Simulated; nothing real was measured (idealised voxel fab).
Documented hereafter: the process module known as voxel released beams.
Square cell edge 5 nm, section width 220 nm, ID cut.
In this document a cross-section is written as a grid of square cells. It is given as a series of bands, listed from the top down, and a band is one or more rows of cells.
A band entry consists of two parts. The first gives the height of the band's top and the height of its bottom, in nm. The rest lists the band's materials from left to right, each with its width in nm. A single material labelled with the word "throughout" fills the band from edge to edge, and the word "blank" marks empty space.
For the purposes of this specification, 0 denotes the height below which the wafer in its as-received condition is composed wholly of one material, and the lowermost band, lacking a lower limit, extends downward without end, as expressed in "0 -> down".
You'd read "30..40" like this: the band's top row of cells is as wide as the first number, its bottom row is as wide as the second, and going down, every row changes width by the same amount as the row before did.
"no alteration" means the step left every cell of the cross-section as it was.
Closed empty spaces (no open way to the top) of 8 cells or more are what "Tabulated closed voids" lists, each as width x height at distance from the left edge, nm for all three.
What comes after the settings on a step's line is commentary from the simulator itself on that step.
You can add "overlay nm" to a step's line. For a step with a mask, it describes how far the mask lay to the right of its planned position, and a negative number describes a lay to the left.

-- Planned process steps
1,RECEIVE [material Si]
2,CONFORMAL_DEP [material SiN] [thk nm 5]
3,DIRECTIONAL_DEP [material SiO2] [thk nm 20]
4,PATTERN [tone open] [mask id ANCHOR] [material resist] [width nm 30] [thk nm 15] [overlay nm 0]
5,DIRECTIONAL_ETCH [etch materials SiO2] [depth nm 20]
6,STRIP [etch materials resist]
7,CONFORMAL_DEP [material polySi] [thk nm 10]
8,PATTERN [tone cover] [mask id BEAM] [material resist] [width nm 95] [thk nm 15] [overlay nm 0]
9,DIRECTIONAL_ETCH [etch materials polySi] [depth nm 10]
10,STRIP [etch materials resist]
11,STRIP [etch materials SiO2]

-- So this is the incoming wafer in cross-section - it's already been through step 1
> 0 -> down  Si throughout
> Tabulated closed voids: none

-- First of two wafers, end-of-module section, run followed plan
> 35 -> 25  blank 60 nm, then polySi 15 nm, then blank 10 nm, then polySi 70 nm, then blank 65 nm
> 25 -> 15  blank 65 nm, then polySi 10 nm, then blank 10 nm, then polySi 10 nm, then blank 125 nm
> 15 -> 5  blank 65 nm, then polySi 30 nm, then blank 125 nm
> 5 -> 0  SiN throughout
> 0 -> down  Si throughout
> Tabulated closed voids: none

-- Here is the second of the two wafers cut open at the end of the module - same start, same plan as the first one, but we made one mistake running it
> 35 -> 25  blank 65 nm, then polySi 10 nm, then blank 10 nm, then polySi 65 nm, then blank 70 nm
> 25 -> 15  blank 65 nm, then polySi 10 nm, then blank 10 nm, then polySi 10 nm, then blank 125 nm
> 15 -> 5  blank 65 nm, then polySi 30 nm, then blank 125 nm
> 5 -> 0  SiN throughout
> 0 -> down  Si throughout
> Tabulated closed voids: none
Where did the run depart from the plan? step 8 ran as: PATTERN [tone cover] [mask id BEAM] [material resist] [width nm 85] [thk nm 15] [overlay nm 0]
Per the end-of-run cell counts, the second wafer holds more or fewer of some materials than the first: polySi -4
